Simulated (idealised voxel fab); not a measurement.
A process module follows: voxel transistor to metal.
This is section cut - it's 215 nm across, gridded in 5 nm square cells.
Just so we're on the same page, the cross-sections are grids of square cells, and they're listed out in bands top to bottom, each band one or more rows deep.
In this notation a band is specified by the heights of its top and bottom, in that order and in nm, after which its materials appear from left to right, each paired with its width in nm. The word "full width" attached to a single material means that material fills the band from edge to edge; the word "empty" stands for empty space.
Height reference: 0 = level under which incoming wafer is all one material. Lowest band: no bottom, runs on downward, e.g. "0 nm and below".
A two-number width, for instance "30..40", indicates that the width is equal to the first number in the top row of the band and to the second number in the bottom row, and that it changes by a constant amount per row of cells.
Key: "nothing changed" - step with no changed cell in the cross-section.
Listed in "Closed void catalog": every empty space of 8 or more cells without an open way to the top. Form: width x height at distance, the distance being from the left edge, all in nm.
Note: text after step settings on the step line = simulator remark on that step.
You can add "overlay nm" to a step's line. For a step with a mask, it describes how far the mask lay to the right of its planned position, and a negative number describes a lay to the left.

## plan
step 1: RECEIVE | material Si
step 2: CONFORMAL_DEP | material SiO2 | thk nm 5
step 3: CONFORMAL_DEP | material SiN | thk nm 10
step 4: DIRECTIONAL_DEP | material aC | thk nm 15
step 5: PATTERN | tone cover | mask id ACTIVE | material resist | width nm 115 | thk nm 30 | overlay nm 0
step 6: DIRECTIONAL_ETCH | etch materials aC | depth nm 15
step 7: STRIP | etch materials resist
step 8: DIRECTIONAL_ETCH | etch materials SiN | depth nm 10
step 9: DIRECTIONAL_ETCH | etch materials SiO2 | depth nm 5
step 10: DIRECTIONAL_ETCH | etch materials Si | depth nm 25
step 11: STRIP | etch materials aC
step 12: OXIDIZE | depth nm 5
step 13: FILL_DEP | material SiO2 | thk nm 15
step 14: CMP | height nm 15
step 15: SELECTIVE_ETCH | etch materials SiO2 | depth nm 10
step 16: STRIP | etch materials SiN
step 17: SELECTIVE_ETCH | etch materials SiO2 | depth nm 5
step 18: OXIDIZE | depth nm 5
step 19: DIRECTIONAL_DEP | material polySi | thk nm 25
step 20: DIRECTIONAL_DEP | material SiCN | thk nm 15
step 21: DIRECTIONAL_DEP | material aC | thk nm 15
step 22: PATTERN | tone cover | mask id GATE | material resist | width nm 25 | thk nm 35 | overlay nm 0
step 23: DIRECTIONAL_ETCH | etch materials aC | depth nm 15
step 24: STRIP | etch materials resist
step 25: DIRECTIONAL_ETCH | etch materials SiCN | depth nm 25
step 26: DIRECTIONAL_ETCH | etch materials polySi | depth nm 35
step 27: STRIP | etch materials aC
step 28: CONFORMAL_DEP | material SiN | thk nm 10
step 29: DIRECTIONAL_ETCH | etch materials SiN | depth nm 10
step 30: DIRECTIONAL_ETCH | etch materials SiO2 | depth nm 5
step 31: DIRECTIONAL_ETCH | etch materials Si | depth nm 5
step 32: EPI | material pSi | thk nm 5
step 33: FILL_DEP | material SiO2 | thk nm 10
step 34: CMP | height nm 25
step 35: STRIP | etch materials polySi
step 36: SELECTIVE_ETCH | etch materials SiO2 | depth nm 5
step 37: CONFORMAL_DEP | material HfO2 | thk nm 5
step 38: CONFORMAL_DEP | material TiN | thk nm 5
step 39: FILL_DEP | material W | thk nm 10
step 40: CMP | height nm 20
step 41: DIRECTIONAL_DEP | material SiO2 | thk nm 15
step 42: DIRECTIONAL_DEP | material aC | thk nm 15
step 43: PATTERN | tone open | mask id CONTACT | material resist | width nm 20 | pitch nm 75 | thk nm 35 | overlay nm 0
step 44: DIRECTIONAL_ETCH | etch materials aC | depth nm 15
step 45: STRIP | etch materials resist
step 46: DIRECTIONAL_ETCH | etch materials SiO2 | depth nm 40
step 47: STRIP | etch materials aC
step 48: CONFORMAL_DEP | material TiN | thk nm 5
step 49: FILL_DEP | material W | thk nm 10
step 50: CMP | height nm 35
step 51: DIRECTIONAL_DEP | material TiN | thk nm 5
step 52: DIRECTIONAL_DEP | material W | thk nm 25
step 53: DIRECTIONAL_DEP | material aC | thk nm 10
step 54: PATTERN | tone cover | mask id METAL_1 | material resist | width nm 20 | pitch nm 75 | thk nm 25 | overlay nm 0
step 55: DIRECTIONAL_ETCH | etch materials aC | depth nm 10
step 56: STRIP | etch materials resist
step 57: DIRECTIONAL_ETCH | etch materials W | depth nm 25
step 58: DIRECTIONAL_ETCH | etch materials TiN | depth nm 5
step 59: STRIP | etch materials aC
step 60: FILL_DEP | material SiO2 | thk nm 10
step 61: CMP | height nm 65
step 62: CONFORMAL_DEP | material SiCN | thk nm 5
step 63: DIRECTIONAL_DEP | material SiO2 | thk nm 35
step 64: MASKED_ETCH | tone open | mask id METAL_2 | width nm 20 | pitch nm 75 | etch materials SiO2 | depth nm 20 | overlay nm 0
step 65: PATTERN | tone open | mask id METAL_2_HOLES | material resist | width nm 15 | pitch nm 75 | thk nm 20 | overlay nm 0
step 66: DIRECTIONAL_ETCH | etch materials SiO2 | depth nm 15
step 67: DIRECTIONAL_ETCH | etch materials SiCN | depth nm 5
step 68: STRIP | etch materials resist
step 69: CONFORMAL_DEP | material TiN | thk nm 5
step 70: FILL_DEP | material Ru | thk nm 5
step 71: CMP | height nm 105
step 72: CONFORMAL_DEP | material SiN | thk nm 5

## Cross-sectional view of the wafer in its as-received condition, corresponding to the state after step 1
0 nm and below: Si full width
Closed void catalog: none

## First of two wafers: cross-section at end of module, run per plan
110 nm to 105 nm: SiN full width
105 nm to 90 nm: SiO2=60 / TiN=5 / Ru=10 / TiN=5 / SiO2=55 / TiN=5 / Ru=10 / TiN=5 / SiO2=60
90 nm to 85 nm: SiO2=60 / TiN=5 / Ru=5 / TiN=10 / SiO2=55 / TiN=5 / Ru=5 / TiN=10 / SiO2=60
85 nm to 70 nm: SiO2=60 / TiN=5 / Ru=5 / TiN=5 / SiO2=60 / TiN=5 / Ru=5 / TiN=5 / SiO2=65
70 nm to 65 nm: SiCN=60 / TiN=15 / SiCN=60 / TiN=15 / SiCN=65
65 nm to 40 nm: SiO2=60 / W=20 / SiO2=55 / W=20 / SiO2=60
40 nm to 35 nm: SiO2=60 / TiN=20 / SiO2=55 / TiN=20 / SiO2=60
35 nm to 20 nm: SiO2=60 / TiN=5 / W=10 / TiN=5 / SiO2=55 / TiN=5 / W=10 / TiN=5 / SiO2=60
20 nm to 5 nm: SiO2=60 / TiN=5 / W=10 / TiN=5 / SiO2=5 / SiN=10 / HfO2=5 / TiN=5 / W=5 / TiN=5 / HfO2=5 / SiN=10 / SiO2=5 / TiN=5 / W=10 / TiN=5 / SiO2=60
5 nm to 0 nm: SiO2=60 / TiN=5 / W=10 / TiN=5 / SiO2=5 / SiN=10 / HfO2=5 / TiN=15 / HfO2=5 / SiN=10 / SiO2=5 / TiN=5 / W=10 / TiN=5 / SiO2=60
0 nm to -5 nm: SiO2=60 / TiN=20 / pSi=5 / SiO2=5 / HfO2=35 / SiO2=5 / pSi=5 / TiN=20 / SiO2=60
-5 nm to -10 nm: SiO2=55 / pSi=30 / Si=45 / pSi=30 / SiO2=55
-10 nm to -30 nm: SiO2=55 / Si=105 / SiO2=55
-30 nm and below: Si full width
Closed void catalog: none

## End-of-module cross-section of the second wafer: identical starting point and process plan to the first, with one processing mistake
110 nm to 105 nm: SiN full width
105 nm to 90 nm: SiO2=60 / TiN=5 / Ru=10 / TiN=5 / SiO2=55 / TiN=5 / Ru=10 / TiN=5 / SiO2=60
90 nm to 85 nm: SiO2=60 / TiN=5 / Ru=5 / TiN=10 / SiO2=55 / TiN=5 / Ru=5 / TiN=10 / SiO2=60
85 nm to 70 nm: SiO2=60 / TiN=5 / Ru=5 / TiN=5 / SiO2=60 / TiN=5 / Ru=5 / TiN=5 / SiO2=65
70 nm to 65 nm: SiCN=60 / TiN=15 / SiCN=60 / TiN=15 / SiCN=65
65 nm to 40 nm: SiO2=60 / W=20 / SiO2=55 / W=20 / SiO2=60
40 nm to 35 nm: SiO2=60 / TiN=20 / SiO2=55 / TiN=20 / SiO2=60
35 nm to 20 nm: SiO2=60 / TiN=5 / W=10 / TiN=5 / SiO2=55 / TiN=5 / W=10 / TiN=5 / SiO2=60
20 nm to 5 nm: SiO2=60 / TiN=5 / W=10 / TiN=5 / SiO2=5 / SiN=10 / TiN=5 / HfO2=5 / W=5 / HfO2=5 / TiN=5 / SiN=10 / SiO2=5 / TiN=5 / W=10 / TiN=5 / SiO2=60
5 nm to 0 nm: SiO2=60 / TiN=5 / W=10 / TiN=5 / SiO2=5 / SiN=10 / TiN=5 / HfO2=15 / TiN=5 / SiN=10 / SiO2=5 / TiN=5 / W=10 / TiN=5 / SiO2=60
0 nm to -5 nm: SiO2=60 / TiN=20 / pSi=5 / SiO2=5 / TiN=35 / SiO2=5 / pSi=5 / TiN=20 / SiO2=60
-5 nm to -10 nm: SiO2=55 / pSi=30 / Si=45 / pSi=30 / SiO2=55
-10 nm to -30 nm: SiO2=55 / Si=105 / SiO2=55
-30 nm and below: Si full width
Closed void catalog: none
Plan not followed: steps 37 and 38 of the plan were run in the wrong order, each in the other's place
It is noted that, at the conclusion of processing, the second wafer exhibits a higher or lower cell count for certain materials relative to the first: HfO2 -6; TiN +6
